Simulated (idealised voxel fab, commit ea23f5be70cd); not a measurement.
Title: Process Module voxel self aligned vias
Section shown: cut. Width: 220 nm. Cell size: 5 nm, square.
If you're reading a cross-section in this doc, picture square cells in a grid; it comes to you as bands, top ones listed first down to the bottom, and a band can be one or more rows of cells. Band: top height; bottom height; in nm. Then, left to right: material with width in nm, for each material. "everywhere": a single material spanning edge to edge. "blank": empty space. Heights are measured from 0, the level below which the as-received wafer is all one material; the lowest band has no bottom and continues downward, written as in "from 0 down". The notation "30..40" denotes a width that varies across the rows of cells in the band, beginning at the first number in the top row, finishing at the second number in the bottom row, and changing by an identical amount from each row to the next. When a step is marked "changes: none", none of the cells in the cross-section changed during that step. For the entry "Enclosed cavity list", the listed items are empty spaces with no open way to the top whose size is 8 cells or more; each item follows the pattern width x height at distance, where distance is from the left edge and all three are in nm. What comes after the settings on a step's line is commentary from the simulator itself on that step. What "overlay nm" on a step's line means: if the step has a mask, that mask lay this far to the right of its planned place, or, when the value is negative, to the left. Read the rest as pairs. Take the cross-section before one process step, then the cross-section after it, which shows only down to the lowest band that changed. Under the pair, find the step between them and its settings. Bear in mind that pairs may come from different runs of this module on the same starting wafer: link a pair to the pair above it only where its entry headed "Structure before processing" says to.

**Structure before processing**
* from 70 to 50 | SiO2 70 nm / blank 30 nm / SiO2 120 nm
* from 50 to 45 | SiCN everywhere
* from 45 to 0 | SiO2 everywhere
* from 0 down | Si everywhere
* Enclosed cavity list: none

**Cut View, Post-Step**
* from 75 to 70 | TiN 75 nm / blank 20 nm / TiN 125 nm
* from 70 to 55 | SiO2 70 nm / TiN 5 nm / blank 20 nm / TiN 5 nm / SiO2 120 nm
* from 55 to 50 | SiO2 70 nm / TiN 30 nm / SiO2 120 nm
* Heights below 50 show no change.
* Enclosed cavity list: none
Between the two cross-sections you see above, the step is op CONFORMAL_DEP | material TiN | thk nm 5

Structure before processing: after-state, pair directly above.

**Cut View, Post-Step**
* from 80 to 75 | Ru everywhere
* from 75 to 70 | TiN 75 nm / Ru 20 nm / TiN 125 nm
* from 70 to 55 | SiO2 70 nm / TiN 5 nm / Ru 20 nm / TiN 5 nm / SiO2 120 nm
* Heights below 55 show no change.
* Enclosed cavity list: none
Between the two cross-sections you see above, the step is op FILL_DEP | material Ru | thk nm 5

Structure before processing: after-state, pair directly above.

**Cut View, Post-Step**
* from 70 to 55 | SiO2 70 nm / TiN 5 nm / Ru 20 nm / TiN 5 nm / SiO2 120 nm
* Heights below 55 show no change.
* Enclosed cavity list: none
Between the two cross-sections you see above, the step is op CMP | height nm 70

Structure before processing: after-state, pair directly above.

**Cut View, Post-Step**
* from 75 to 70 | SiCN everywhere
* Heights below 70 show no change.
* Enclosed cavity list: none
Between the two cross-sections you see above, the step is op CONFORMAL_DEP | material SiCN | thk nm 5

**Structure before processing**
* from 80 to 75 | Ru everywhere
* from 75 to 70 | TiN 75 nm / Ru 20 nm / TiN 125 nm
* from 70 to 55 | SiO2 70 nm / TiN 5 nm / Ru 20 nm / TiN 5 nm / SiO2 120 nm
* from 55 to 50 | SiO2 70 nm / TiN 10 nm / Ru 10 nm / TiN 10 nm / SiO2 120 nm
* from 50 to 45 | SiO2 75 nm / TiN 5 nm / Ru 10 nm / TiN 5 nm / SiO2 30 nm / SiN 20 nm / SiO2 75 nm
* from 45 to 40 | SiO2 75 nm / TiN 20 nm / SiO2 30 nm / SiN 20 nm / SiO2 75 nm
* from 40 to 25 | SiO2 75 nm / TiN 5 nm / Ru 10 nm / TiN 5 nm / SiO2 30 nm / TiN 5 nm / Ru 10 nm / TiN 5 nm / SiO2 75 nm
* from 25 to 20 | SiO2 75 nm / TiN 20 nm / SiO2 30 nm / TiN 20 nm / SiO2 75 nm
* from 20 to 15 | SiCN everywhere
* from 15 to 0 | SiO2 everywhere
* from 0 down | Si everywhere
* Enclosed cavity list: none

**Cut View, Post-Step**
* from 60 to 50 | SiO2 70 nm / TiN 5..10 nm / Ru 20..10 nm / TiN 5..10 nm / SiO2 120 nm
* Heights below 50 show no change.
* Enclosed cavity list: none
Between the two cross-sections you see above, the step is op CMP | height nm 60

Structure before processing: after-state, pair directly above.

**Cut View, Post-Step**
* from 65 to 60 | SiCN everywhere
* Heights below 60 show no change.
* Enclosed cavity list: none
Between the two cross-sections you see above, the step is op CONFORMAL_DEP | material SiCN | thk nm 5

**Structure before processing**
* from 80 to 70 | aC everywhere
* from 70 to 50 | SiO2 everywhere
* from 50 to 40 | SiO2 75 nm / SiN 20 nm / SiO2 30 nm / SiN 20 nm / SiO2 75 nm
* from 40 to 25 | SiO2 75 nm / TiN 5 nm / Ru 10 nm / TiN 5 nm / SiO2 30 nm / TiN 5 nm / Ru 10 nm / TiN 5 nm / SiO2 75 nm
* from 25 to 20 | SiO2 75 nm / TiN 20 nm / SiO2 30 nm / TiN 20 nm / SiO2 75 nm
* from 20 to 15 | SiCN everywhere
* from 15 to 0 | SiO2 everywhere
* from 0 down | Si everywhere
* Enclosed cavity list: none

**Cut View, Post-Step**
* from 110 to 80 | resist 75 nm / blank 20 nm / resist 125 nm
* Heights below 80 show no change.
* Enclosed cavity list: none
Between the two cross-sections you see above, the step is op PATTERN | tone open | mask id VIAS | material resist | width nm 20 | thk nm 30 | overlay nm 0

Structure before processing: after-state, pair directly above.

**Cut View, Post-Step**
* from 100 to 80 | resist 75 nm / blank 20 nm / resist 125 nm
* from 80 to 70 | aC 75 nm / blank 20 nm / aC 125 nm
* Heights below 70 show no change.
* Enclosed cavity list: none
Between the two cross-sections you see above, the step is op DIRECTIONAL_ETCH | etch materials aC | depth nm 10

Structure before processing: after-state, pair directly above.

**Cut View, Post-Step**
* from 80 to 70 | aC 75 nm / blank 20 nm / aC 125 nm
* Heights below 70 show no change.
* Enclosed cavity list: none
Between the two cross-sections you see above, the step is op STRIP | etch materials resist

Structure before processing: after-state, pair directly above.

**Cut View, Post-Step**
* from 80 to 70 | aC 75 nm / blank 20 nm / aC 125 nm
* from 70 to 50 | SiO2 75 nm / blank 20 nm / SiO2 125 nm
* Heights below 50 show no change.
* Enclosed cavity list: none
Between the two cross-sections you see above, the step is op DIRECTIONAL_ETCH | etch materials SiO2 | depth nm 20

Structure before processing: after-state, pair directly above.

**Cut View, Post-Step**
* from 80 to 70 | aC 75 nm / blank 20 nm / aC 125 nm
* from 70 to 50 | SiO2 75 nm / blank 20 nm / SiO2 125 nm
* from 50 to 40 | SiO2 75 nm / blank 20 nm / SiO2 30 nm / SiN 20 nm / SiO2 75 nm
* Heights below 40 show no change.
* Enclosed cavity list: none
Between the two cross-sections you see above, the step is op DIRECTIONAL_ETCH | etch materials SiN | depth nm 10

Structure before processing: after-state, pair directly above.

**Cut View, Post-Step**
* from 70 to 50 | SiO2 75 nm / blank 20 nm / SiO2 125 nm
* Heights below 50 show no change.
* Enclosed cavity list: none
Between the two cross-sections you see above, the step is op STRIP | etch materials aC

Structure before processing: after-state, pair directly above.

**Cut View, Post-Step**
* from 75 to 70 | TiN 80 nm / blank 10 nm / TiN 130 nm
* from 70 to 50 | SiO2 75 nm / TiN 5 nm / blank 10 nm / TiN 5 nm / SiO2 125 nm
* from 50 to 45 | SiO2 75 nm / TiN 5 nm / blank 10 nm / TiN 5 nm / SiO2 30 nm / SiN 20 nm / SiO2 75 nm
* from 45 to 40 | SiO2 75 nm / TiN 20 nm / SiO2 30 nm / SiN 20 nm / SiO2 75 nm
* Heights below 40 show no change.
* Enclosed cavity list: none
Between the two cross-sections you see above, the step is op CONFORMAL_DEP | material TiN | thk nm 5

Structure before processing: after-state, pair directly above.

**Cut View, Post-Step**
* from 80 to 75 | Ru everywhere
* from 75 to 70 | TiN 80 nm / Ru 10 nm / TiN 130 nm
* from 70 to 50 | SiO2 75 nm / TiN 5 nm / Ru 10 nm / TiN 5 nm / SiO2 125 nm
* from 50 to 45 | SiO2 75 nm / TiN 5 nm / Ru 10 nm / TiN 5 nm / SiO2 30 nm / SiN 20 nm / SiO2 75 nm
* Heights below 45 show no change.
* Enclosed cavity list: none
Between the two cross-sections you see above, the step is op FILL_DEP | material Ru | thk nm 5

Structure before processing: after-state, pair directly above.

**Cut View, Post-Step**
* from 70 to 50 | SiO2 75 nm / TiN 5 nm / Ru 10 nm / TiN 5 nm / SiO2 125 nm
* Heights below 50 show no change.
* Enclosed cavity list: none
Between the two cross-sections you see above, the step is op CMP | height nm 70

Structure before processing: after-state, pair directly above.

**Cut View, Post-Step**
* from 75 to 70 | SiCN everywhere
* Heights below 70 show no change.
* Enclosed cavity list: none
Between the two cross-sections you see above, the step is op CONFORMAL_DEP | material SiCN | thk nm 5

**Structure before processing**
* from 50 to 20 | SiO2 everywhere
* from 20 to 15 | SiCN everywhere
* from 15 to 0 | SiO2 everywhere
* from 0 down | Si everywhere
* Enclosed cavity list: none

**Cut View, Post-Step**
* from 65 to 50 | resist 85 nm / blank 20 nm / resist 30 nm / blank 20 nm / resist 65 nm
* Heights below 50 show no change.
* Enclosed cavity list: none
Between the two cross-sections you see above, the step is op PATTERN | tone open | mask id LINES | material resist | width nm 20 | pitch nm 50 | thk nm 15 | overlay nm 10

Structure before processing: after-state, pair directly above.

**Cut View, Post-Step**
* from 65 to 50 | resist 85 nm / blank 20 nm / resist 30 nm / blank 20 nm / resist 65 nm
* from 50 to 20 | SiO2 85 nm / blank 20 nm / SiO2 30 nm / blank 20 nm / SiO2 65 nm
* Heights below 20 show no change.
* Enclosed cavity list: none
Between the two cross-sections you see above, the step is op DIRECTIONAL_ETCH | etch materials SiO2 | depth nm 30

Structure before processing: after-state, pair directly above.

**Cut View, Post-Step**
* from 50 to 20 | SiO2 85 nm / blank 20 nm / SiO2 30 nm / blank 20 nm / SiO2 65 nm
* Heights below 20 show no change.
* Enclosed cavity list: none
Between the two cross-sections you see above, the step is op STRIP | etch materials resist

Structure before processing: after-state, pair directly above.

**Cut View, Post-Step**
* from 55 to 50 | TiN 90 nm / blank 10 nm / TiN 40 nm / blank 10 nm / TiN 70 nm
* from 50 to 25 | SiO2 85 nm / TiN 5 nm / blank 10 nm / TiN 5 nm / SiO2 30 nm / TiN 5 nm / blank 10 nm / TiN 5 nm / SiO2 65 nm
* from 25 to 20 | SiO2 85 nm / TiN 20 nm / SiO2 30 nm / TiN 20 nm / SiO2 65 nm
* Heights below 20 show no change.
* Enclosed cavity list: none
Between the two cross-sections you see above, the step is op CONFORMAL_DEP | material TiN | thk nm 5

Structure before processing: after-state, pair directly above.

**Cut View, Post-Step**
* from 60 to 55 | Ru everywhere
* from 55 to 50 | TiN 90 nm / Ru 10 nm / TiN 40 nm / Ru 10 nm / TiN 70 nm
* from 50 to 25 | SiO2 85 nm / TiN 5 nm / Ru 10 nm / TiN 5 nm / SiO2 30 nm / TiN 5 nm / Ru 10 nm / TiN 5 nm / SiO2 65 nm
* Heights below 25 show no change.
* Enclosed cavity list: none
Between the two cross-sections you see above, the step is op FILL_DEP | material Ru | thk nm 5

Structure before processing: after-state, pair directly above.

**Cut View, Post-Step**
* from 50 to 25 | SiO2 85 nm / TiN 5 nm / Ru 10 nm / TiN 5 nm / SiO2 30 nm / TiN 5 nm / Ru 10 nm / TiN 5 nm / SiO2 65 nm
* Heights below 25 show no change.
* Enclosed cavity list: none
Between the two cross-sections you see above, the step is op CMP | height nm 50

Structure before processing: after-state, pair directly above.

**Cut View, Post-Step**
* from 50 to 40 | SiO2 85 nm / blank 20 nm / SiO2 30 nm / blank 20 nm / SiO2 65 nm
* Heights below 40 show no change.
* Enclosed cavity list: none
Between the two cross-sections you see above, the step is op SELECTIVE_ETCH | etch materials W Ru TiN | depth nm 10

Structure before processing: after-state, pair directly above.

**Cut View, Post-Step**
* from 60 to 50 | SiN everywhere
* from 50 to 40 | SiO2 85 nm / SiN 20 nm / SiO2 30 nm / SiN 20 nm / SiO2 65 nm
* Heights below 40 show no change.
* Enclosed cavity list: none
Between the two cross-sections you see above, the step is op FILL_DEP | material SiN | thk nm 10

Structure before processing: after-state, pair directly above.

**Cut View, Post-Step**
* from 50 to 40 | SiO2 85 nm / SiN 20 nm / SiO2 30 nm / SiN 20 nm / SiO2 65 nm
* Heights below 40 show no change.
* Enclosed cavity list: none
Between the two cross-sections you see above, the step is op CMP | height nm 50

Structure before processing: after-state, pair directly above.

**Cut View, Post-Step**
* from 70 to 50 | SiO2 everywhere
* Heights below 50 show no change.
* Enclosed cavity list: none
Between the two cross-sections you see above, the step is op DIRECTIONAL_DEP | material SiO2 | thk nm 20

Structure before processing: after-state, pair directly above.

**Cut View, Post-Step**
* from 80 to 70 | aC everywhere
* Heights below 70 show no change.
* Enclosed cavity list: none
Between the two cross-sections you see above, the step is op DIRECTIONAL_DEP | material aC | thk nm 10

Structure before processing: after-state, pair directly above.

**Cut View, Post-Step**
* from 110 to 80 | resist 70 nm / blank 30 nm / resist 120 nm
* Heights below 80 show no change.
* Enclosed cavity list: none
Between the two cross-sections you see above, the step is op PATTERN | tone open | mask id VIAS | material resist | width nm 30 | thk nm 30 | overlay nm 0

Structure before processing: after-state, pair directly above.

**Cut View, Post-Step**
* from 100 to 80 | resist 70 nm / blank 30 nm / resist 120 nm
* from 80 to 70 | aC 70 nm / blank 30 nm / aC 120 nm
* Heights below 70 show no change.
* Enclosed cavity list: none
Between the two cross-sections you see above, the step is op DIRECTIONAL_ETCH | etch materials aC | depth nm 10

Structure before processing: after-state, pair directly above.

**Cut View, Post-Step**
* from 80 to 70 | aC 70 nm / blank 30 nm / aC 120 nm
* Heights below 70 show no change.
* Enclosed cavity list: none
Between the two cross-sections you see above, the step is op STRIP | etch materials resist

Structure before processing: after-state, pair directly above.

**Cut View, Post-Step**
* from 80 to 70 | aC 70 nm / blank 30 nm / aC 120 nm
* from 70 to 50 | SiO2 70 nm / blank 30 nm / SiO2 120 nm
* Heights below 50 show no change.
* Enclosed cavity list: none
Between the two cross-sections you see above, the step is op DIRECTIONAL_ETCH | etch materials SiO2 | depth nm 20

Structure before processing: after-state, pair directly above.

**Cut View, Post-Step**
* from 80 to 70 | aC 70 nm / blank 30 nm / aC 120 nm
* from 70 to 50 | SiO2 70 nm / blank 30 nm / SiO2 120 nm
* from 50 to 40 | SiO2 85 nm / blank 15 nm / SiN 5 nm / SiO2 30 nm / SiN 20 nm / SiO2 65 nm
* Heights below 40 show no change.
* Enclosed cavity list: none
Between the two cross-sections you see above, the step is op DIRECTIONAL_ETCH | etch materials SiN | depth nm 10

Structure before processing: after-state, pair directly above.

**Cut View, Post-Step**
* from 70 to 50 | SiO2 70 nm / blank 30 nm / SiO2 120 nm
* Heights below 50 show no change.
* Enclosed cavity list: none
Between the two cross-sections you see above, the step is op STRIP | etch materials aC

Structure before processing: after-state, pair directly above.

**Cut View, Post-Step**
* from 75 to 70 | TiN 75 nm / blank 20 nm / TiN 125 nm
* from 70 to 55 | SiO2 70 nm / TiN 5 nm / blank 20 nm / TiN 5 nm / SiO2 120 nm
* from 55 to 50 | SiO2 70 nm / TiN 20 nm / blank 5 nm / TiN 5 nm / SiO2 120 nm
* from 50 to 45 | SiO2 85 nm / TiN 5 nm / blank 5 nm / TiN 5 nm / SiN 5 nm / SiO2 30 nm / SiN 20 nm / SiO2 65 nm
* from 45 to 40 | SiO2 85 nm / TiN 15 nm / SiN 5 nm / SiO2 30 nm / SiN 20 nm / SiO2 65 nm
* Heights below 40 show no change.
* Enclosed cavity list: none
Between the two cross-sections you see above, the step is op CONFORMAL_DEP | material TiN | thk nm 5

Structure before processing: after-state, pair directly above.

**Cut View, Post-Step**
* from 80 to 75 | Ru everywhere
* from 75 to 70 | TiN 75 nm / Ru 20 nm / TiN 125 nm
* from 70 to 55 | SiO2 70 nm / TiN 5 nm / Ru 20 nm / TiN 5 nm / SiO2 120 nm
* from 55 to 50 | SiO2 70 nm / TiN 20 nm / Ru 5 nm / TiN 5 nm / SiO2 120 nm
* from 50 to 45 | SiO2 85 nm / TiN 5 nm / Ru 5 nm / TiN 5 nm / SiN 5 nm / SiO2 30 nm / SiN 20 nm / SiO2 65 nm
* Heights below 45 show no change.
* Enclosed cavity list: none
Between the two cross-sections you see above, the step is op FILL_DEP | material Ru | thk nm 5

Structure before processing: after-state, pair directly above.

**Cut View, Post-Step**
* from 70 to 55 | SiO2 70 nm / TiN 5 nm / Ru 20 nm / TiN 5 nm / SiO2 120 nm
* Heights below 55 show no change.
* Enclosed cavity list: none
Between the two cross-sections you see above, the step is op CMP | height nm 70

Structure before processing: after-state, pair directly above.

**Cut View, Post-Step**
* from 75 to 70 | SiCN everywhere
* Heights below 70 show no change.
* Enclosed cavity list: none
Between the two cross-sections you see above, the step is op CONFORMAL_DEP | material SiCN | thk nm 5

**Structure before processing**
* from 50 to 25 | SiO2 75 nm / TiN 5 nm / Ru 10 nm / TiN 5 nm / SiO2 30 nm / TiN 5 nm / Ru 10 nm / TiN 5 nm / SiO2 75 nm
* from 25 to 20 | SiO2 75 nm / TiN 20 nm / SiO2 30 nm / TiN 20 nm / SiO2 75 nm
* from 20 to 15 | SiCN everywhere
* from 15 to 0 | SiO2 everywhere
* from 0 down | Si everywhere
* Enclosed cavity list: none

**Cut View, Post-Step**
* from 50 to 40 | SiO2 75 nm / TiN 5 nm / blank 10 nm / TiN 5 nm / SiO2 30 nm / TiN 5 nm / blank 10 nm / TiN 5 nm / SiO2 75 nm
* Heights below 40 show no change.
* Enclosed cavity list: none
Between the two cross-sections you see above, the step is op SELECTIVE_ETCH | etch materials Ru | depth nm 10

Structure before processing: after-state, pair directly above.

**Cut View, Post-Step**
* from 60 to 50 | SiN everywhere
* from 50 to 40 | SiO2 75 nm / TiN 5 nm / SiN 10 nm / TiN 5 nm / SiO2 30 nm / TiN 5 nm / SiN 10 nm / TiN 5 nm / SiO2 75 nm
* Heights below 40 show no change.
* Enclosed cavity list: none
Between the two cross-sections you see above, the step is op FILL_DEP | material SiN | thk nm 10

Structure before processing: after-state, pair directly above.

**Cut View, Post-Step**
* from 50 to 40 | SiO2 75 nm / TiN 5 nm / SiN 10 nm / TiN 5 nm / SiO2 30 nm / TiN 5 nm / SiN 10 nm / TiN 5 nm / SiO2 75 nm
* Heights below 40 show no change.
* Enclosed cavity list: none
Between the two cross-sections you see above, the step is op CMP | height nm 50

Structure before processing: after-state, pair directly above.

**Cut View, Post-Step**
* from 70 to 50 | SiO2 everywhere
* Heights below 50 show no change.
* Enclosed cavity list: none
Between the two cross-sections you see above, the step is op DIRECTIONAL_DEP | material SiO2 | thk nm 20

Structure before processing: after-state, pair directly above.

**Cut View, Post-Step**
* from 80 to 70 | aC everywhere
* Heights below 70 show no change.
* Enclosed cavity list: none
Between the two cross-sections you see above, the step is op DIRECTIONAL_DEP | material aC | thk nm 10

Structure before processing: after-state, pair directly above.

**Cut View, Post-Step**
* from 110 to 80 | resist 70 nm / blank 30 nm / resist 120 nm
* Heights below 80 show no change.
* Enclosed cavity list: none
Between the two cross-sections you see above, the step is op PATTERN | tone open | mask id VIAS | material resist | width nm 30 | thk nm 30 | overlay nm 0

Structure before processing: after-state, pair directly above.

**Cut View, Post-Step**
* from 100 to 80 | resist 70 nm / blank 30 nm / resist 120 nm
* from 80 to 70 | aC 70 nm / blank 30 nm / aC 120 nm
* Heights below 70 show no change.
* Enclosed cavity list: none
Between the two cross-sections you see above, the step is op DIRECTIONAL_ETCH | etch materials aC | depth nm 10

Structure before processing: after-state, pair directly above.

**Cut View, Post-Step**
* from 80 to 70 | aC 70 nm / blank 30 nm / aC 120 nm
* Heights below 70 show no change.
* Enclosed cavity list: none
Between the two cross-sections you see above, the step is op STRIP | etch materials resist

Structure before processing: after-state, pair directly above.

**Cut View, Post-Step**
* from 80 to 70 | aC 70 nm / blank 30 nm / aC 120 nm
* from 70 to 50 | SiO2 70 nm / blank 30 nm / SiO2 120 nm
* Heights below 50 show no change.
* Enclosed cavity list: none
Between the two cross-sections you see above, the step is op DIRECTIONAL_ETCH | etch materials SiO2 | depth nm 20

Structure before processing: after-state, pair directly above.

**Cut View, Post-Step**
* from 80 to 70 | aC 70 nm / blank 30 nm / aC 120 nm
* from 70 to 50 | SiO2 70 nm / blank 30 nm / SiO2 120 nm
* from 50 to 40 | SiO2 75 nm / TiN 5 nm / blank 10 nm / TiN 5 nm / SiO2 30 nm / TiN 5 nm / SiN 10 nm / TiN 5 nm / SiO2 75 nm
* Heights below 40 show no change.
* Enclosed cavity list: none
Between the two cross-sections you see above, the step is op DIRECTIONAL_ETCH | etch materials SiN | depth nm 10

Structure before processing: after-state, pair directly above.

**Cut View, Post-Step**
* from 70 to 50 | SiO2 70 nm / blank 30 nm / SiO2 120 nm
* Heights below 50 show no change.
* Enclosed cavity list: none
Between the two cross-sections you see above, the step is op STRIP | etch materials aC

Structure before processing: after-state, pair directly above.

**Cut View, Post-Step**
* from 75 to 70 | TiN 75 nm / blank 20 nm / TiN 125 nm
* from 70 to 55 | SiO2 70 nm / TiN 5 nm / blank 20 nm / TiN 5 nm / SiO2 120 nm
* from 55 to 50 | SiO2 70 nm / TiN 30 nm / SiO2 120 nm
* from 50 to 40 | SiO2 75 nm / TiN 20 nm / SiO2 30 nm / TiN 5 nm / SiN 10 nm / TiN 5 nm / SiO2 75 nm
* Heights below 40 show no change.
* Enclosed cavity list: none
Between the two cross-sections you see above, the step is op CONFORMAL_DEP | material TiN | thk nm 5

Structure before processing: after-state, pair directly above.

**Cut View, Post-Step**
* from 80 to 75 | Ru everywhere
* from 75 to 70 | TiN 75 nm / Ru 20 nm / TiN 125 nm
* from 70 to 55 | SiO2 70 nm / TiN 5 nm / Ru 20 nm / TiN 5 nm / SiO2 120 nm
* Heights below 55 show no change.
* Enclosed cavity list: none
Between the two cross-sections you see above, the step is op FILL_DEP | material Ru | thk nm 5

Structure before processing: after-state, pair directly above.

**Cut View, Post-Step**
* from 70 to 55 | SiO2 70 nm / TiN 5 nm / Ru 20 nm / TiN 5 nm / SiO2 120 nm
* Heights below 55 show no change.
* Enclosed cavity list: none
Between the two cross-sections you see above, the step is op CMP | height nm 70

Structure before processing: after-state, pair directly above.

**Cut View, Post-Step**
* from 75 to 70 | SiCN everywhere
* Heights below 70 show no change.
* Enclosed cavity list: none
Between the two cross-sections you see above, the step is op CONFORMAL_DEP | material SiCN | thk nm 5

**Structure before processing**
* from 50 to 20 | SiO2 everywhere
* from 20 to 15 | SiCN everywhere
* from 15 to 0 | SiO2 everywhere
* from 0 down | Si everywhere
* Enclosed cavity list: none

**Cut View, Post-Step**
* from 65 to 50 | blank 75 nm / resist 20 nm / blank 30 nm / resist 20 nm / blank 75 nm
* Heights below 50 show no change.
* Enclosed cavity list: none
Between the two cross-sections you see above, the step is op PATTERN | tone cover | mask id LINES | material resist | width nm 20 | pitch nm 50 | thk nm 15 | overlay nm 0

Structure before processing: after-state, pair directly above.

**Cut View, Post-Step**
* from 65 to 50 | blank 75 nm / resist 20 nm / blank 30 nm / resist 20 nm / blank 75 nm
* from 50 to 20 | blank 75 nm / SiO2 20 nm / blank 30 nm / SiO2 20 nm / blank 75 nm
* Heights below 20 show no change.
* Enclosed cavity list: none
Between the two cross-sections you see above, the step is op DIRECTIONAL_ETCH | etch materials SiO2 | depth nm 30

Structure before processing: after-state, pair directly above.

**Cut View, Post-Step**
* from 50 to 20 | blank 75 nm / SiO2 20 nm / blank 30 nm / SiO2 20 nm / blank 75 nm
* Heights below 20 show no change.
* Enclosed cavity list: none
Between the two cross-sections you see above, the step is op STRIP | etch materials resist

Structure before processing: after-state, pair directly above.

**Cut View, Post-Step**
* from 55 to 50 | blank 70 nm / TiN 30 nm / blank 20 nm / TiN 30 nm / blank 70 nm
* from 50 to 25 | blank 70 nm / TiN 5 nm / SiO2 20 nm / TiN 5 nm / blank 20 nm / TiN 5 nm / SiO2 20 nm / TiN 5 nm / blank 70 nm
* from 25 to 20 | TiN 75 nm / SiO2 20 nm / TiN 30 nm / SiO2 20 nm / TiN 75 nm
* Heights below 20 show no change.
* Enclosed cavity list: none
Between the two cross-sections you see above, the step is op CONFORMAL_DEP | material TiN | thk nm 5

Structure before processing: after-state, pair directly above.

**Cut View, Post-Step**
* from 60 to 55 | Ru everywhere
* from 55 to 50 | Ru 70 nm / TiN 30 nm / Ru 20 nm / TiN 30 nm / Ru 70 nm
* from 50 to 25 | Ru 70 nm / TiN 5 nm / SiO2 20 nm / TiN 5 nm / Ru 20 nm / TiN 5 nm / SiO2 20 nm / TiN 5 nm / Ru 70 nm
* Heights below 25 show no change.
* Enclosed cavity list: none
Between the two cross-sections you see above, the step is op FILL_DEP | material Ru | thk nm 5

Structure before processing: after-state, pair directly above.

**Cut View, Post-Step**
* from 50 to 25 | Ru 70 nm / TiN 5 nm / SiO2 20 nm / TiN 5 nm / Ru 20 nm / TiN 5 nm / SiO2 20 nm / TiN 5 nm / Ru 70 nm
* Heights below 25 show no change.
* Enclosed cavity list: none
Between the two cross-sections you see above, the step is op CMP | height nm 50

Structure before processing: after-state, pair directly above.

**Cut View, Post-Step**
* from 50 to 40 | blank 75 nm / SiO2 20 nm / blank 30 nm / SiO2 20 nm / blank 75 nm
* Heights below 40 show no change.
* Enclosed cavity list: none
Between the two cross-sections you see above, the step is op SELECTIVE_ETCH | etch materials W Ru TiN | depth nm 10

Structure before processing: after-state, pair directly above.

**Cut View, Post-Step**
* from 60 to 50 | SiN everywhere
* from 50 to 40 | SiN 75 nm / SiO2 20 nm / SiN 30 nm / SiO2 20 nm / SiN 75 nm
* Heights below 40 show no change.
* Enclosed cavity list: none
Between the two cross-sections you see above, the step is op FILL_DEP | material SiN | thk nm 10

Structure before processing: after-state, pair directly above.

**Cut View, Post-Step**
* from 50 to 40 | SiN 75 nm / SiO2 20 nm / SiN 30 nm / SiO2 20 nm / SiN 75 nm
* Heights below 40 show no change.
* Enclosed cavity list: none
Between the two cross-sections you see above, the step is op CMP | height nm 50

Structure before processing: after-state, pair directly above.

**Cut View, Post-Step**
* from 70 to 50 | SiO2 everywhere
* Heights below 50 show no change.
* Enclosed cavity list: none
Between the two cross-sections you see above, the step is op DIRECTIONAL_DEP | material SiO2 | thk nm 20

Structure before processing: after-state, pair directly above.

**Cut View, Post-Step**
* from 80 to 70 | aC everywhere
* Heights below 70 show no change.
* Enclosed cavity list: none
Between the two cross-sections you see above, the step is op DIRECTIONAL_DEP | material aC | thk nm 10

Structure before processing: after-state, pair directly above.

**Cut View, Post-Step**
* from 110 to 80 | resist 70 nm / blank 30 nm / resist 120 nm
* Heights below 80 show no change.
* Enclosed cavity list: none
Between the two cross-sections you see above, the step is op PATTERN | tone open | mask id VIAS | material resist | width nm 30 | thk nm 30 | overlay nm 0

Structure before processing: after-state, pair directly above.

**Cut View, Post-Step**
* from 100 to 80 | resist 70 nm / blank 30 nm / resist 120 nm
* from 80 to 70 | aC 70 nm / blank 30 nm / aC 120 nm
* Heights below 70 show no change.
* Enclosed cavity list: none
Between the two cross-sections you see above, the step is op DIRECTIONAL_ETCH | etch materials aC | depth nm 10

Structure before processing: after-state, pair directly above.

**Cut View, Post-Step**
* from 80 to 70 | aC 70 nm / blank 30 nm / aC 120 nm
* Heights below 70 show no change.
* Enclosed cavity list: none
Between the two cross-sections you see above, the step is op STRIP | etch materials resist

Structure before processing: after-state, pair directly above.

**Cut View, Post-Step**
* from 80 to 70 | aC 70 nm / blank 30 nm / aC 120 nm
* from 70 to 50 | SiO2 70 nm / blank 30 nm / SiO2 120 nm
* Heights below 50 show no change.
* Enclosed cavity list: none
Between the two cross-sections you see above, the step is op DIRECTIONAL_ETCH | etch materials SiO2 | depth nm 20

Structure before processing: after-state, pair directly above.

**Cut View, Post-Step**
* from 80 to 70 | aC 70 nm / blank 30 nm / aC 120 nm
* from 70 to 50 | SiO2 70 nm / blank 30 nm / SiO2 120 nm
* from 50 to 40 | SiN 70 nm / blank 5 nm / SiO2 20 nm / blank 5 nm / SiN 25 nm / SiO2 20 nm / SiN 75 nm
* Heights below 40 show no change.
* Enclosed cavity list: none
Between the two cross-sections you see above, the step is op DIRECTIONAL_ETCH | etch materials SiN | depth nm 10

Structure before processing: after-state, pair directly above.

**Cut View, Post-Step**
* from 70 to 50 | SiO2 70 nm / blank 30 nm / SiO2 120 nm
* Heights below 50 show no change.
* Enclosed cavity list: none
Between the two cross-sections you see above, the step is op STRIP | etch materials aC

Structure before processing: after-state, pair directly above.

**Cut View, Post-Step**
* from 75 to 70 | TiN 75 nm / blank 20 nm / TiN 125 nm
* from 70 to 55 | SiO2 70 nm / TiN 5 nm / blank 20 nm / TiN 5 nm / SiO2 120 nm
* from 55 to 50 | SiO2 70 nm / TiN 30 nm / SiO2 120 nm
* from 50 to 40 | SiN 70 nm / TiN 5 nm / SiO2 20 nm / TiN 5 nm / SiN 25 nm / SiO2 20 nm / SiN 75 nm
* Heights below 40 show no change.
* Enclosed cavity list: none
Between the two cross-sections you see above, the step is op CONFORMAL_DEP | material TiN | thk nm 5

Structure before processing: after-state, pair directly above.

**Cut View, Post-Step**
* from 80 to 75 | Ru everywhere
* from 75 to 70 | TiN 75 nm / Ru 20 nm / TiN 125 nm
* from 70 to 55 | SiO2 70 nm / TiN 5 nm / Ru 20 nm / TiN 5 nm / SiO2 120 nm
* Heights below 55 show no change.
* Enclosed cavity list: none
Between the two cross-sections you see above, the step is op FILL_DEP | material Ru | thk nm 5

Structure before processing: after-state, pair directly above.

**Cut View, Post-Step**
* from 70 to 55 | SiO2 70 nm / TiN 5 nm / Ru 20 nm / TiN 5 nm / SiO2 120 nm
* Heights below 55 show no change.
* Enclosed cavity list: none
Between the two cross-sections you see above, the step is op CMP | height nm 70

Structure before processing: after-state, pair directly above.

**Cut View, Post-Step**
* from 75 to 70 | SiCN everywhere
* Heights below 70 show no change.
* Enclosed cavity list: none
Between the two cross-sections you see above, the step is op CONFORMAL_DEP | material SiCN | thk nm 5
